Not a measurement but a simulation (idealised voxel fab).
Process module name: voxel ribs on slabs
The width of the displayed cross-section, cut, is 295 nm; its cells are square, with a size of 5 nm.
Cross-section = grid of square cells, listed top down in bands; band = one or more rows. Read a band's entry like this: the first values are the height of its top and the height of its bottom in nm, and what follows is the sequence of materials from left to right, each with its width in nm. Note that "air" is empty space, and that a single material marked "full width" reaches across the band from edge to edge. Height 0 is the level under which the wafer as received is all one material. The lowest band goes on downwards, as in "from 0 down". The width entry "30..40" should be interpreted row by row: the top row of cells in the band takes the first number, the bottom row takes the second number, and the change between adjacent rows is uniform throughout. The cross-section has no changed cell in any step marked "nothing got changed". "Trapped cavities" enumerates empty spaces isolated from the top, with no open way to it, that contain at least 8 cells, giving each as width x height at distance from the left edge, all three in nm. Note: text after step settings on the step line = simulator remark on that step. "overlay nm" answers the question of how far to the right of plan the mask lay on a step that has a mask, and when it is negative the answer is to the left.
## Process steps foreseen in the plan
- 1: RECEIVE | material Si
- 2: DIRECTIONAL_DEP | material SiO2 | thk nm 30
- 3: DIRECTIONAL_DEP | material SiN | thk nm 25
- 4: DIRECTIONAL_DEP | material aC | thk nm 15
- 5: PATTERN | tone cover | mask id RIB | material resist | width nm 15 | thk nm 30 | overlay nm 0
- 6: DIRECTIONAL_ETCH | etch materials aC | depth nm 15
- 7: STRIP | etch materials resist
- 8: DIRECTIONAL_ETCH | etch materials SiN | depth nm 20
- 9: STRIP | etch materials aC
- 10: MASKED_ETCH | tone cover | mask id SLAB | width nm 55 | etch materials SiN | depth nm 5 | overlay nm 0
- 11: FILL_DEP | material SiO2 | thk nm 30
- 12: CMP | height nm 75
- 13: DIRECTIONAL_DEP | material W | thk nm 5
- 14: DIRECTIONAL_DEP | material aC | thk nm 15
- 15: PATTERN | tone cover | mask id HEATER | material resist | width nm 25 | thk nm 30 | overlay nm 0
- 16: DIRECTIONAL_ETCH | etch materials aC | depth nm 15
- 17: STRIP | etch materials resist
- 18: DIRECTIONAL_ETCH | etch materials W | depth nm 5
- 19: STRIP | etch materials aC
- 20: CONFORMAL_DEP | material SiN | thk nm 5
## Wafer, first of two, run as planned
## So this is the incoming wafer in cross-section - it's already been through step 1
  from 0 down: Si full width
  Trapped cavities: none
## The wafer in cross-section once step 2 is complete
  from 30 to 0: SiO2 full width
  Everything under 0 stays put, no change at all.
## The wafer in cross-section once step 3 is complete
  from 55 to 30: SiN full width
  Everything under 30 stays put, no change at all.
## The wafer in cross-section once step 4 is complete
  from 70 to 55: aC full width
  Everything under 55 stays put, no change at all.
## The wafer in cross-section once step 5 is complete
  from 100 to 70: 140 of air, 15 of resist, 140 of air
  Everything under 70 stays put, no change at all.
## The wafer in cross-section once step 6 is complete
  from 85 to 70: 140 of air, 15 of resist, 140 of air
  from 70 to 55: 140 of air, 15 of aC, 140 of air
  Everything under 55 stays put, no change at all.
## The wafer in cross-section once step 7 is complete
  from 70 to 55: 140 of air, 15 of aC, 140 of air
  Everything under 55 stays put, no change at all.
## The wafer in cross-section once step 8 is complete
  from 70 to 55: 140 of air, 15 of aC, 140 of air
  from 55 to 35: 140 of air, 15 of SiN, 140 of air
  Everything under 35 stays put, no change at all.
## The wafer in cross-section once step 9 is complete
  from 55 to 35: 140 of air, 15 of SiN, 140 of air
  Everything under 35 stays put, no change at all.
## The wafer in cross-section once step 10 is complete
  from 55 to 35: 140 of air, 15 of SiN, 140 of air
  from 35 to 30: 120 of air, 55 of SiN, 120 of air
  Everything under 30 stays put, no change at all.
## The wafer in cross-section once step 11 is complete
  from 85 to 55: SiO2 full width
  from 55 to 35: 140 of SiO2, 15 of SiN, 140 of SiO2
  from 35 to 30: 120 of SiO2, 55 of SiN, 120 of SiO2
  Everything under 30 stays put, no change at all.
## The wafer in cross-section once step 12 is complete
  from 75 to 55: SiO2 full width
  Everything under 55 stays put, no change at all.
## The wafer in cross-section once step 13 is complete
  from 80 to 75: W full width
  Everything under 75 stays put, no change at all.
## The wafer in cross-section once step 14 is complete
  from 95 to 80: aC full width
  Everything under 80 stays put, no change at all.
## The wafer in cross-section once step 15 is complete
  from 125 to 95: 135 of air, 25 of resist, 135 of air
  Everything under 95 stays put, no change at all.
## The wafer in cross-section once step 16 is complete
  from 110 to 95: 135 of air, 25 of resist, 135 of air
  from 95 to 80: 135 of air, 25 of aC, 135 of air
  Everything under 80 stays put, no change at all.
## The wafer in cross-section once step 17 is complete
  from 95 to 80: 135 of air, 25 of aC, 135 of air
  Everything under 80 stays put, no change at all.
## The wafer in cross-section once step 18 is complete
  from 95 to 80: 135 of air, 25 of aC, 135 of air
  from 80 to 75: 135 of air, 25 of W, 135 of air
  Everything under 75 stays put, no change at all.
## The wafer in cross-section once step 19 is complete
  from 80 to 75: 135 of air, 25 of W, 135 of air
  Everything under 75 stays put, no change at all.
## The wafer in cross-section once step 20 is complete
  from 85 to 80: 130 of air, 35 of SiN, 130 of air
  from 80 to 75: 135 of SiN, 25 of W, 135 of SiN
  Everything under 75 stays put, no change at all.
## Second Wafer (Identical Start and Plan, One Processing Error; Matches First Wafer Through Step 1)
## Second wafer, sectioned view, at step 2's planned end time
  from 35 to 0: SiO2 full width
  Everything under 0 stays put, no change at all.
## Second wafer, sectioned view, at step 3's planned end time
  from 60 to 35: SiN full width
  Everything under 35 stays put, no change at all.
## Second wafer, sectioned view, at step 4's planned end time
  from 75 to 60: aC full width
  Everything under 60 stays put, no change at all.
## Second wafer, sectioned view, at step 5's planned end time
  from 105 to 75: 140 of air, 15 of resist, 140 of air
  Everything under 75 stays put, no change at all.
## Second wafer, sectioned view, at step 6's planned end time
  from 90 to 75: 140 of air, 15 of resist, 140 of air
  from 75 to 60: 140 of air, 15 of aC, 140 of air
  Everything under 60 stays put, no change at all.
## Second wafer, sectioned view, at step 7's planned end time
  from 75 to 60: 140 of air, 15 of aC, 140 of air
  Everything under 60 stays put, no change at all.
## Second wafer, sectioned view, at step 8's planned end time
  from 75 to 60: 140 of air, 15 of aC, 140 of air
  from 60 to 40: 140 of air, 15 of SiN, 140 of air
  Everything under 40 stays put, no change at all.
## Second wafer, sectioned view, at step 9's planned end time
  from 60 to 40: 140 of air, 15 of SiN, 140 of air
  Everything under 40 stays put, no change at all.
## Second wafer, sectioned view, at step 10's planned end time
  from 60 to 40: 140 of air, 15 of SiN, 140 of air
  from 40 to 35: 120 of air, 55 of SiN, 120 of air
  Everything under 35 stays put, no change at all.
## Second wafer, sectioned view, at step 11's planned end time
  from 90 to 60: SiO2 full width
  from 60 to 40: 140 of SiO2, 15 of SiN, 140 of SiO2
  from 40 to 35: 120 of SiO2, 55 of SiN, 120 of SiO2
  Everything under 35 stays put, no change at all.
## Second wafer, sectioned view, at step 12's planned end time
  from 75 to 60: SiO2 full width
  Everything under 60 stays put, no change at all.
## Second wafer, sectioned view, at step 13's planned end time
  from 80 to 75: W full width
  Everything under 75 stays put, no change at all.
## Second wafer, sectioned view, at step 14's planned end time
  from 95 to 80: aC full width
  Everything under 80 stays put, no change at all.
## Second wafer, sectioned view, at step 15's planned end time
  from 125 to 95: 135 of air, 25 of resist, 135 of air
  Everything under 95 stays put, no change at all.
## Second wafer, sectioned view, at step 16's planned end time
  from 110 to 95: 135 of air, 25 of resist, 135 of air
  from 95 to 80: 135 of air, 25 of aC, 135 of air
  Everything under 80 stays put, no change at all.
## Second wafer, sectioned view, at step 17's planned end time
  from 95 to 80: 135 of air, 25 of aC, 135 of air
  Everything under 80 stays put, no change at all.
## Second wafer, sectioned view, at step 18's planned end time
  from 95 to 80: 135 of air, 25 of aC, 135 of air
  from 80 to 75: 135 of air, 25 of W, 135 of air
  Everything under 75 stays put, no change at all.
## Second wafer, sectioned view, at step 19's planned end time
  from 80 to 75: 135 of air, 25 of W, 135 of air
  Everything under 75 stays put, no change at all.
## Second wafer, sectioned view, at step 20's planned end time
  from 85 to 80: 130 of air, 35 of SiN, 130 of air
  from 80 to 75: 135 of SiN, 25 of W, 135 of SiN
  Everything under 75 stays put, no change at all.
Want to know what went wrong? rather than as planned, step 2 actually ran as DIRECTIONAL_DEP | material SiO2 | thk nm 35
When the process is done, the second wafer contains the same cell count of every material as the first wafer, but distributed over other locations.
